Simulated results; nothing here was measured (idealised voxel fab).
Name of the process module below: voxel lift off
Section shown: cut. Width: 145 nm. Cell size: 5 nm, square.
If you're reading a cross-section in this doc, picture square cells in a grid; it comes to you as bands, top ones listed first down to the bottom, and a band can be one or more rows of cells. The band entry comprises the height of the band's top followed by the height of its bottom, expressed in nm, and subsequently the band's materials from left to right, each stated together with its width in nm. Where a single material is marked with the word "full width", that material fills the band from edge to edge. The word "empty" represents empty space. Heights are measured from 0, the level below which the as-received wafer is all one material; the lowest band has no bottom and continues downward, written as in "from 0 down". The width entry "30..40" should be interpreted row by row: the top row of cells in the band takes the first number, the bottom row takes the second number, and the change between adjacent rows is uniform throughout. "remains unaltered" means the step left every cell of the cross-section as it was. "Closed empty spaces" specifies each empty space that is not open to the top and that occupies no fewer than 8 cells, using the form width x height at distance, the distance measured from the left edge and all three quantities in nm. Note: text after step settings on the step line = simulator remark on that step. The "overlay nm" setting may appear on a step's line; for a step that uses a mask, it gives how far to the right of its planned position the mask lay, and a negative value indicates the left.
Steps planned for the process
| 1 | RECEIVE with material Si |
| 2 | CONFORMAL_DEP with material SiN, thk nm 15 |
| 3 | PATTERN with tone open, mask id LINES, material resist, width nm 15, pitch nm 30, thk nm 25, overlay nm 0 |
| 4 | DIRECTIONAL_DEP with material Ru, thk nm 10 |
| 5 | STRIP with etch materials resist |
| 6 | CONFORMAL_DEP with material SiO2, thk nm 10 |
So, the first of our two wafers, run just as we planned it
Cross-section, incoming material, after step 1
    from 0 down | Si full width
    Closed empty spaces: none
Wafer after step 2 (cross-section)
    from 15 to 0 | SiN full width
    Below a height of 0, the structure has not been altered.
Wafer after step 3 (cross-section)
    from 40 to 15 | 20 nm resist / 15 nm empty / 15 nm resist / 15 nm empty / 15 nm resist / 15 nm empty / 15 nm resist / 15 nm empty / 20 nm resist
    Below a height of 15, the structure has not been altered.
Wafer after step 4 (cross-section)
    from 50 to 40 | 20 nm Ru / 15 nm empty / 15 nm Ru / 15 nm empty / 15 nm Ru / 15 nm empty / 15 nm Ru / 15 nm empty / 20 nm Ru
    from 40 to 25 | 20 nm resist / 15 nm empty / 15 nm resist / 15 nm empty / 15 nm resist / 15 nm empty / 15 nm resist / 15 nm empty / 20 nm resist
    from 25 to 15 | 20 nm resist / 15 nm Ru / 15 nm resist / 15 nm Ru / 15 nm resist / 15 nm Ru / 15 nm resist / 15 nm Ru / 20 nm resist
    Below a height of 15, the structure has not been altered.
Wafer after step 5 (cross-section)
    from 25 to 15 | 20 nm empty / 15 nm Ru / 15 nm empty / 15 nm Ru / 15 nm empty / 15 nm Ru / 15 nm empty / 15 nm Ru / 20 nm empty
    Below a height of 15, the structure has not been altered.
Wafer after step 6 (cross-section)
    from 35 to 25 | 10 nm empty / 125 nm SiO2 / 10 nm empty
    from 25 to 15 | 20 nm SiO2 / 15 nm Ru / 15 nm SiO2 / 15 nm Ru / 15 nm SiO2 / 15 nm Ru / 15 nm SiO2 / 15 nm Ru / 20 nm SiO2
    Below a height of 15, the structure has not been altered.
Companion wafer, the second of two: same beginning, same intended sequence, one mistake in carrying it out; through step 2 inclusive it tracks the first exactly
Here is the second wafer in cross-section at the point where step 3 of the plan should have been done
    from 40 to 15 | 20 nm empty / 15 nm resist / 15 nm empty / 15 nm resist / 15 nm empty / 15 nm resist / 15 nm empty / 15 nm resist / 20 nm empty
    Below a height of 15, the structure has not been altered.
Here is the second wafer in cross-section at the point where step 4 of the plan should have been done
    from 50 to 40 | 20 nm empty / 15 nm Ru / 15 nm empty / 15 nm Ru / 15 nm empty / 15 nm Ru / 15 nm empty / 15 nm Ru / 20 nm empty
    from 40 to 25 | 20 nm empty / 15 nm resist / 15 nm empty / 15 nm resist / 15 nm empty / 15 nm resist / 15 nm empty / 15 nm resist / 20 nm empty
    from 25 to 15 | 20 nm Ru / 15 nm resist / 15 nm Ru / 15 nm resist / 15 nm Ru / 15 nm resist / 15 nm Ru / 15 nm resist / 20 nm Ru
    Below a height of 15, the structure has not been altered.
Here is the second wafer in cross-section at the point where step 5 of the plan should have been done
    from 25 to 15 | 20 nm Ru / 15 nm empty / 15 nm Ru / 15 nm empty / 15 nm Ru / 15 nm empty / 15 nm Ru / 15 nm empty / 20 nm Ru
    Below a height of 15, the structure has not been altered.
Here is the second wafer in cross-section at the point where step 6 of the plan should have been done
    from 35 to 25 | SiO2 full width
    from 25 to 15 | 20 nm Ru / 15 nm SiO2 / 15 nm Ru / 15 nm SiO2 / 15 nm Ru / 15 nm SiO2 / 15 nm Ru / 15 nm SiO2 / 20 nm Ru
    Below a height of 15, the structure has not been altered.
The mistake made against the process plan was this: step 3, actual vs plan mismatch, actual run PATTERN with tone cover, mask id LINES, material resist, width nm 15, pitch nm 30, thk nm 25, overlay nm 0
Upon completion, the second wafer contains, in terms of cells, a greater or smaller amount of certain materials than the first wafer: Ru: 10 more, SiO2: 2 fewer
